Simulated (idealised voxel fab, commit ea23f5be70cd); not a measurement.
process module | voxel self aligned contacts
cross-section cut | 170 nm wide | cells 5 nm
A cross-section is a grid of square cells, given in bands from the top down. A band is one or more rows of cells.
Each band's line starts with the height of the band's top and of its bottom, in nm. Then come its materials from left to right, each with its width in nm. One material with "throughout" fills the band from edge to edge. "air" is empty space.
Height 0 is the level under which the wafer as received is all one material. The lowest band goes on downwards, as in "0 down".
A width such as "30 to 40" changes by the same amount from each row of cells to the next, from the band's top row to its bottom row.
"no change" after a step means that no cell of the cross-section changed.
closed voids: empty space of 8 cells or more with no open way to the top, each as width x height at its distance from the left edge, in nm
after a step's settings: what the simulator itself notes on the step
overlay nm, on a step with a mask: how far to the right of its planned place the mask lay; to the left if negative
plan
1 op RECEIVE | material Si
2 op OXIDIZE | depth nm 5
3 op DIRECTIONAL_DEP | material polySi | thk nm 30
4 op DIRECTIONAL_DEP | material SiN | thk nm 25
5 op DIRECTIONAL_DEP | material aC | thk nm 15
6 op PATTERN | tone cover | mask id GATE | material resist | width nm 30 | pitch nm 75 | thk nm 35 | overlay nm 0
7 op DIRECTIONAL_ETCH | etch materials aC | depth nm 15
8 op STRIP | etch materials resist
9 op DIRECTIONAL_ETCH | etch materials SiN | depth nm 25
10 op DIRECTIONAL_ETCH | etch materials polySi | depth nm 30
11 op STRIP | etch materials aC
12 op CONFORMAL_DEP | material SiN | thk nm 10
13 op DIRECTIONAL_ETCH | etch materials SiN | depth nm 10
14 op FILL_DEP | material SiO2 | thk nm 15
15 op CMP | height nm 60
16 op MASKED_ETCH | tone open | mask id CONTACT | width nm 55 | etch materials SiO2 | depth nm 65 | overlay nm -15
17 op CONFORMAL_DEP | material TiN | thk nm 5
18 op FILL_DEP | material W | thk nm 5
19 op CMP | height nm 60
20 op CONFORMAL_DEP | material SiN | thk nm 5
varied across the wafers: overlay nm of step 16. The plan shows the first wafer's value. All wafers start alike
first wafer as received, after step 1
  0 down: Si throughout
  closed voids: none
first wafer at the end, after step 20
  65 to 60: SiN throughout
  60 to 55: SiO2 40 | TiN 35 | W 15 | TiN 5 | SiO2 75
  55 to 30: SiO2 20 | SiN 50 | TiN 5 | W 15 | TiN 5 | SiN 50 | SiO2 25
  30 to 0: SiO2 20 | SiN 10 | polySi 30 | SiN 10 | TiN 5 | W 15 | TiN 5 | SiN 10 | polySi 30 | SiN 10 | SiO2 25
  0 to -5: SiO2 70 | TiN 25 | SiO2 75
  -5 down: Si throughout
  closed voids: none
last wafer at the end
  65 to 60: SiN throughout
  60 to 55: SiO2 70 | TiN 5 | W 15 | TiN 35 | SiO2 45
  55 to 30: SiO2 20 | SiN 50 | TiN 5 | W 15 | TiN 5 | SiN 50 | SiO2 25
  30 to 0: SiO2 20 | SiN 10 | polySi 30 | SiN 10 | TiN 5 | W 15 | TiN 5 | SiN 10 | polySi 30 | SiN 10 | SiO2 25
  0 to -5: SiO2 70 | TiN 25 | SiO2 75
  -5 down: Si throughout
  closed voids: none
each wafer at the end: cells of each material gained (+) or lost (-) since it was received, then its closed voids
overlay nm -15 | -34 Si | +182 SiN | +151 SiO2 | +35 TiN | +36 W | +72 polySi | closed voids: none
overlay nm -10 | -34 Si | +182 SiN | +151 SiO2 | +35 TiN | +36 W | +72 polySi | closed voids: none
overlay nm -5 | -34 Si | +182 SiN | +151 SiO2 | +35 TiN | +36 W | +72 polySi | closed voids: none
overlay nm 0 | -34 Si | +182 SiN | +151 SiO2 | +35 TiN | +36 W | +72 polySi | closed voids: none
overlay nm 5 | -34 Si | +182 SiN | +151 SiO2 | +35 TiN | +36 W | +72 polySi | closed voids: none
overlay nm 10 | -34 Si | +182 SiN | +151 SiO2 | +35 TiN | +36 W | +72 polySi | closed voids: none
overlay nm 15 | -34 Si | +182 SiN | +151 SiO2 | +35 TiN | +36 W | +72 polySi | closed voids: none
